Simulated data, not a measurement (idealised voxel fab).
process module | voxel self aligned vias
cross-section cut | 290 nm wide | cells 5 nm
A cross-section is a grid of square cells, given in bands from the top down. A band is one or more rows of cells.
Each band's line starts with the height of the band's top and of its bottom, in nm. Then come its materials from left to right, each with its width in nm. One material with "throughout" fills the band from edge to edge. "air" is empty space.
Height 0 is the level under which the wafer as received is all one material. The lowest band goes on downwards, as in "0 down".
A width such as "30 to 40" changes by the same amount from each row of cells to the next, from the band's top row to its bottom row.
"no change" after a step means that no cell of the cross-section changed.
closed voids: empty space of 8 cells or more with no open way to the top, each as width x height at its distance from the left edge, in nm
after a step's settings: what the simulator itself notes on the step
overlay nm, on a step with a mask: how far to the right of its planned place the mask lay; to the left if negative
plan
1 op RECEIVE | material Si
2 op CONFORMAL_DEP | material SiO2 | thk nm 10
3 op CONFORMAL_DEP | material SiCN | thk nm 5
4 op DIRECTIONAL_DEP | material SiO2 | thk nm 20
5 op MASKED_ETCH | tone open | mask id LINES | width nm 25 | pitch nm 50 | etch materials SiO2 | depth nm 20 | overlay nm 0
6 op CONFORMAL_DEP | material TiN | thk nm 5
7 op FILL_DEP | material Ru | thk nm 5
8 op CMP | height nm 35
9 op SELECTIVE_ETCH | etch materials W Ru TiN | depth nm 5
10 op FILL_DEP | material SiN | thk nm 10
11 op CMP | height nm 35
12 op DIRECTIONAL_DEP | material SiO2 | thk nm 15
13 op DIRECTIONAL_DEP | material aC | thk nm 10
14 op PATTERN | tone open | mask id VIAS | material resist | width nm 35 | pitch nm 50 | thk nm 30 | overlay nm 0
15 op DIRECTIONAL_ETCH | etch materials aC | depth nm 10
16 op STRIP | etch materials resist
17 op DIRECTIONAL_ETCH | etch materials SiO2 | depth nm 15
18 op DIRECTIONAL_ETCH | etch materials SiN | depth nm 5
19 op STRIP | etch materials aC
20 op CONFORMAL_DEP | material TiN | thk nm 5
21 op FILL_DEP | material Cu | thk nm 5
22 op CMP | height nm 50
23 op CONFORMAL_DEP | material SiN | thk nm 5
as received, after step 1
  0 down: Si throughout
  closed voids: none
a wafer at the end: this start, this plan, one mistake
  55 to 50: SiN throughout
  50 to 40: SiO2 105 | TiN 5 | Cu 20 | TiN 5 | SiO2 20 | TiN 5 | Cu 20 | TiN 5 | SiO2 105
  40 to 35: SiO2 105 | TiN 5 | Cu 15 | TiN 10 | SiO2 20 | TiN 5 | Cu 15 | TiN 10 | SiO2 105
  35 to 30: SiO2 105 | TiN 25 | SiO2 25 | TiN 25 | SiO2 110
  30 to 20: SiO2 105 | TiN 5 | Ru 15 | TiN 5 | SiO2 25 | TiN 5 | Ru 15 | TiN 5 | SiO2 110
  20 to 15: SiO2 105 | TiN 25 | SiO2 25 | TiN 25 | SiO2 110
  15 to 10: SiCN throughout
  10 to 0: SiO2 throughout
  0 down: Si throughout
  closed voids: none
what went wrong: step 14 ran as: op PATTERN | tone open | mask id VIAS | material resist | width nm 30 | pitch nm 50 | thk nm 30 | overlay nm 0
